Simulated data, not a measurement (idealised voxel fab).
process module | voxel capacitor over wiring
cross-section cut | 255 nm wide | cells 5 nm
A cross-section is a grid of square cells, given in bands from the top down. A band is one or more rows of cells.
Each band's line starts with the height of the band's top and of its bottom, in nm. Then come its materials from left to right, each with its width in nm. One material with "throughout" fills the band from edge to edge. "air" is empty space.
Height 0 is the level under which the wafer as received is all one material. The lowest band goes on downwards, as in "0 down".
A width such as "30 to 40" changes by the same amount from each row of cells to the next, from the band's top row to its bottom row.
"no change" after a step means that no cell of the cross-section changed.
closed voids: empty space of 8 cells or more with no open way to the top, each as width x height at its distance from the left edge, in nm
after a step's settings: what the simulator itself notes on the step
overlay nm, on a step with a mask: how far to the right of its planned place the mask lay; to the left if negative
plan
1 op RECEIVE | material Si
2 op CONFORMAL_DEP | material SiO2 | thk nm 15
3 op DIRECTIONAL_DEP | material TiN | thk nm 5
4 op DIRECTIONAL_DEP | material Ru | thk nm 15
5 op PATTERN | tone cover | mask id METAL_1 | material resist | width nm 30 | pitch nm 95 | thk nm 15 | overlay nm 0
6 op DIRECTIONAL_ETCH | etch materials Ru | depth nm 15
7 op DIRECTIONAL_ETCH | etch materials TiN | depth nm 5
8 op STRIP | etch materials resist
9 op FILL_DEP | material lowk | thk nm 5
10 op CMP | height nm 35
11 op CONFORMAL_DEP | material SiCN | thk nm 5
12 op DIRECTIONAL_DEP | material SiO2 | thk nm 10
13 op MASKED_ETCH | tone open | mask id PLUG_1 | width nm 15 | etch materials SiO2 | depth nm 10 | overlay nm 0
14 op MASKED_ETCH | tone open | mask id PLUG_1 | width nm 15 | etch materials SiCN | depth nm 5 | overlay nm 0
15 op EPI | material Ru | thk nm 10
16 op EPI | material Ru | thk nm 5
17 op DIRECTIONAL_DEP | material TiN | thk nm 5
18 op DIRECTIONAL_DEP | material HfO2 | thk nm 5
19 op DIRECTIONAL_DEP | material TiN | thk nm 5
20 op DIRECTIONAL_DEP | material aC | thk nm 10
21 op PATTERN | tone cover | mask id UPPER_PLATE | material resist | width nm 70 | thk nm 25 | overlay nm 0
22 op DIRECTIONAL_ETCH | etch materials aC | depth nm 10
23 op STRIP | etch materials resist
24 op DIRECTIONAL_ETCH | etch materials TiN | depth nm 5
25 op DIRECTIONAL_ETCH | etch materials HfO2 | depth nm 5
26 op STRIP | etch materials aC
27 op PATTERN | tone cover | mask id LOWER_PLATE | material resist | width nm 80 | thk nm 15 | overlay nm 0
28 op DIRECTIONAL_ETCH | etch materials TiN | depth nm 5
29 op STRIP | etch materials resist
30 op FILL_DEP | material SiO2 | thk nm 15
31 op CMP | height nm 75
32 op PATTERN | tone open | mask id PLUG_2 | material resist | width nm 15 | thk nm 15 | overlay nm 0
33 op DIRECTIONAL_ETCH | etch materials SiO2 | depth nm 10
34 op STRIP | etch materials resist
35 op CONFORMAL_DEP | material TiN | thk nm 5
36 op FILL_DEP | material Cu | thk nm 10
37 op CMP | height nm 75
38 op CONFORMAL_DEP | material SiCN | thk nm 5
as received, after step 1
  0 down: Si throughout
  closed voids: none
first wafer at the end, as planned
  80 to 75: SiCN throughout
  75 to 70: SiO2 90 | TiN 5 | Cu 5 | TiN 5 | SiO2 150
  70 to 60: SiO2 90 to 80 | TiN 15 to 70 | SiO2 150 to 105
  60 to 55: SiO2 80 | HfO2 70 | SiO2 105
  55 to 50: SiO2 75 | TiN 80 | SiO2 100
  50 to 40: SiO2 80 | Ru 15 | SiO2 160
  40 to 35: SiCN 80 | Ru 15 | SiCN 160
  35 to 20: lowk 65 | Ru 30 | lowk 65 | Ru 30 | lowk 65
  20 to 15: lowk 65 | TiN 30 | lowk 65 | TiN 30 | lowk 65
  15 to 0: SiO2 throughout
  0 down: Si throughout
  closed voids: none
second wafer at the end: like start, like plan, one mistake
  80 to 75: SiCN throughout
  75 to 70: SiO2 90 | TiN 5 | Cu 5 | TiN 5 | SiO2 150
  70 to 65: SiO2 90 | TiN 15 | SiO2 150
  65 to 60: SiO2 throughout
  60 to 55: SiO2 80 | TiN 70 | SiO2 105
  55 to 50: SiO2 80 | HfO2 70 | SiO2 105
  50 to 40: SiO2 80 | Ru 15 | SiO2 160
  40 to 35: SiCN 80 | Ru 15 | SiCN 160
  35 to 20: lowk 65 | Ru 30 | lowk 65 | Ru 30 | lowk 65
  20 to 15: lowk 65 | TiN 30 | lowk 65 | TiN 30 | lowk 65
  15 to 0: SiO2 throughout
  0 down: Si throughout
  closed voids: none
what went wrong: step 17 was left out
at the end the second wafer has, in cells: 16 more of SiO2 | 16 fewer of TiN
